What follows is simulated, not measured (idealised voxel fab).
You're looking at the process module voxel quadruple lines.
Pictured: cross-section cut, 300 nm wide, on a grid of 5 nm square cells.
In this document a cross-section is written as a grid of square cells. It is given as a series of bands, listed from the top down, and a band is one or more rows of cells. Heads up on the band format: heights come first, top then bottom, in nm. After that it's the materials left to right, each with its width in nm. A single material flagged "full width" fills the whole band edge to edge, and "air" means there's empty space there. It should be noted that heights are counted from 0, beneath which the wafer as supplied is of one material throughout, and that the lowest band possesses no lower boundary but continues downward, as written in "0 -> down". Read "30 to 40" as a graded width: first number on top, second number at the bottom, same change between each pair of neighbouring rows. Basically "no alteration" means that step didn't change any cell in the cross-section. "Sealed internal cavities": empty spaces of 8 cells or more with no open way to the top, each given as width x height at distance, distance from the left edge, all in nm. It should be noted that, on the line of a given step, the content following the step's settings is a remark produced by the simulator itself with respect to that step. Regarding "overlay nm": on a step with a mask, it is the distance the mask lay to the right of its planned place; a negative value places it to the left.

## Planned step list for the process
1) RECEIVE, material Si
2) CONFORMAL_DEP, material Al2O3, thk nm 5
3) DIRECTIONAL_DEP, material W, thk nm 10
4) DIRECTIONAL_DEP, material polySi, thk nm 15
5) DIRECTIONAL_DEP, material aC, thk nm 25
6) PATTERN, tone cover, mask id MANDREL, material resist, width nm 30, pitch nm 80, thk nm 30, overlay nm 0
7) DIRECTIONAL_ETCH, etch materials aC, depth nm 25
8) STRIP, etch materials resist
9) CONFORMAL_DEP, material SiO2, thk nm 10
10) DIRECTIONAL_ETCH, etch materials SiO2, depth nm 10
11) STRIP, etch materials aC
12) DIRECTIONAL_ETCH, etch materials polySi, depth nm 15
13) STRIP, etch materials SiO2
14) CONFORMAL_DEP, material SiN, thk nm 10
15) DIRECTIONAL_ETCH, etch materials SiN, depth nm 10
16) STRIP, etch materials polySi
17) DIRECTIONAL_ETCH, etch materials W, depth nm 10
18) STRIP, etch materials SiN

## Cross-section of the wafer upon arrival, representing the state reached after step 1
	0 -> down | Si full width
	Sealed internal cavities: none

## End-of-module cross-section. Starting structure and process plan as above; one mistake made in running it
	40 -> 30 | 75 air, 30 SiO2, 10 air, 30 SiO2, 10 air, 30 SiO2, 10 air, 30 SiO2, 75 air
	30 -> 25 | 75 air, 10 SiO2, 10 polySi, 10 SiO2, 10 air, 10 SiO2, 10 polySi, 10 SiO2, 10 air, 10 SiO2, 10 polySi, 10 SiO2, 10 air, 10 SiO2, 10 polySi, 10 SiO2, 75 air
	25 -> 15 | 85 SiO2, 10 polySi, 30 SiO2, 10 polySi, 30 SiO2, 10 polySi, 30 SiO2, 10 polySi, 85 SiO2
	15 -> 5 | W full width
	5 -> 0 | Al2O3 full width
	0 -> down | Si full width
	Sealed internal cavities: none
Want to know what went wrong? step 14 went in with a setting other than planned; the actual run was CONFORMAL_DEP, material SiO2, thk nm 10
